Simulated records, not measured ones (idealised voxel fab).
process module | voxel ribs on slabs
cross-section cut | 145 nm wide | cells 5 nm
A cross-section is a grid of square cells, given in bands from the top down. A band is one or more rows of cells.
Each band's line starts with the height of the band's top and of its bottom, in nm. Then come its materials from left to right, each with its width in nm. One material with "throughout" fills the band from edge to edge. "air" is empty space.
Height 0 is the level under which the wafer as received is all one material. The lowest band goes on downwards, as in "0 down".
A width such as "30 to 40" changes by the same amount from each row of cells to the next, from the band's top row to its bottom row.
"no change" after a step means that no cell of the cross-section changed.
closed voids: empty space of 8 cells or more with no open way to the top, each as width x height at its distance from the left edge, in nm
after a step's settings: what the simulator itself notes on the step
overlay nm, on a step with a mask: how far to the right of its planned place the mask lay; to the left if negative
plan
1 op RECEIVE | material Si
2 op DIRECTIONAL_DEP | material SiO2 | thk nm 25
3 op DIRECTIONAL_DEP | material SiN | thk nm 15
4 op PATTERN | tone cover | mask id RIB | material resist | width nm 25 | thk nm 20 | overlay nm 0
5 op DIRECTIONAL_ETCH | etch materials SiN | depth nm 5
6 op STRIP | etch materials resist
7 op PATTERN | tone cover | mask id SLAB | material resist | width nm 85 | thk nm 15 | overlay nm 0
8 op DIRECTIONAL_ETCH | etch materials SiN | depth nm 10
9 op STRIP | etch materials resist
10 op FILL_DEP | material SiO2 | thk nm 15
11 op CMP | height nm 50
12 op DIRECTIONAL_DEP | material W | thk nm 10
13 op PATTERN | tone cover | mask id HEATER | material resist | width nm 35 | thk nm 20 | overlay nm 0
14 op DIRECTIONAL_ETCH | etch materials W | depth nm 10
15 op STRIP | etch materials resist
16 op CONFORMAL_DEP | material SiO2 | thk nm 5
first wafer, as planned
as received, after step 1
  0 down: Si throughout
  closed voids: none
after step 2
  25 to 0: SiO2 throughout
  below 0: unchanged
after step 3
  40 to 25: SiN throughout
  below 25: unchanged
after step 4
  60 to 40: air 60 | resist 25 | air 60
  below 40: unchanged
after step 5
  60 to 40: air 60 | resist 25 | air 60
  40 to 35: air 60 | SiN 25 | air 60
  below 35: unchanged
after step 6
  40 to 35: air 60 | SiN 25 | air 60
  below 35: unchanged
after step 7
  55 to 40: air 30 | resist 85 | air 30
  40 to 35: air 30 | resist 30 | SiN 25 | resist 30 | air 30
  below 35: unchanged
after step 8
  55 to 40: air 30 | resist 85 | air 30
  40 to 35: air 30 | resist 30 | SiN 25 | resist 30 | air 30
  35 to 25: air 30 | SiN 85 | air 30
  below 25: unchanged
after step 9
  40 to 35: air 60 | SiN 25 | air 60
  below 35: unchanged
after step 10
  55 to 40: SiO2 throughout
  40 to 35: SiO2 60 | SiN 25 | SiO2 60
  35 to 25: SiO2 30 | SiN 85 | SiO2 30
  below 25: unchanged
after step 11
  50 to 40: SiO2 throughout
  below 40: unchanged
after step 12
  60 to 50: W throughout
  below 50: unchanged
after step 13
  80 to 60: air 55 | resist 35 | air 55
  below 60: unchanged
after step 14
  80 to 60: air 55 | resist 35 | air 55
  60 to 50: air 55 | W 35 | air 55
  below 50: unchanged
after step 15
  60 to 50: air 55 | W 35 | air 55
  below 50: unchanged
after step 16
  65 to 60: air 50 | SiO2 45 | air 50
  60 to 55: air 50 | SiO2 5 | W 35 | SiO2 5 | air 50
  55 to 50: SiO2 55 | W 35 | SiO2 55
  below 50: unchanged
second wafer: like start, like plan, one mistake. Through step 3 it matches the first wafer
when step 4 should have ended
  60 to 40: air 60 | resist 30 | air 55
  below 40: unchanged
when step 5 should have ended
  60 to 40: air 60 | resist 30 | air 55
  40 to 35: air 60 | SiN 30 | air 55
  below 35: unchanged
when step 6 should have ended
  40 to 35: air 60 | SiN 30 | air 55
  below 35: unchanged
when step 7 should have ended
  55 to 40: air 30 | resist 85 | air 30
  40 to 35: air 30 | resist 30 | SiN 30 | resist 25 | air 30
  below 35: unchanged
when step 8 should have ended
  55 to 40: air 30 | resist 85 | air 30
  40 to 35: air 30 | resist 30 | SiN 30 | resist 25 | air 30
  35 to 25: air 30 | SiN 85 | air 30
  below 25: unchanged
when step 9 should have ended
  40 to 35: air 60 | SiN 30 | air 55
  below 35: unchanged
when step 10 should have ended
  55 to 40: SiO2 throughout
  40 to 35: SiO2 60 | SiN 30 | SiO2 55
  35 to 25: SiO2 30 | SiN 85 | SiO2 30
  below 25: unchanged
when step 11 should have ended
  50 to 40: SiO2 throughout
  below 40: unchanged
when step 12 should have ended
  60 to 50: W throughout
  below 50: unchanged
when step 13 should have ended
  80 to 60: air 55 | resist 35 | air 55
  below 60: unchanged
when step 14 should have ended
  80 to 60: air 55 | resist 35 | air 55
  60 to 50: air 55 | W 35 | air 55
  below 50: unchanged
when step 15 should have ended
  60 to 50: air 55 | W 35 | air 55
  below 50: unchanged
when step 16 should have ended
  65 to 60: air 50 | SiO2 45 | air 50
  60 to 55: air 50 | SiO2 5 | W 35 | SiO2 5 | air 50
  55 to 50: SiO2 55 | W 35 | SiO2 55
  below 50: unchanged
what went wrong: step 4 ran as: op PATTERN | tone cover | mask id RIB | material resist | width nm 30 | thk nm 20 | overlay nm 0
at the end the second wafer has, in cells: 1 more of SiN | 1 fewer of SiO2
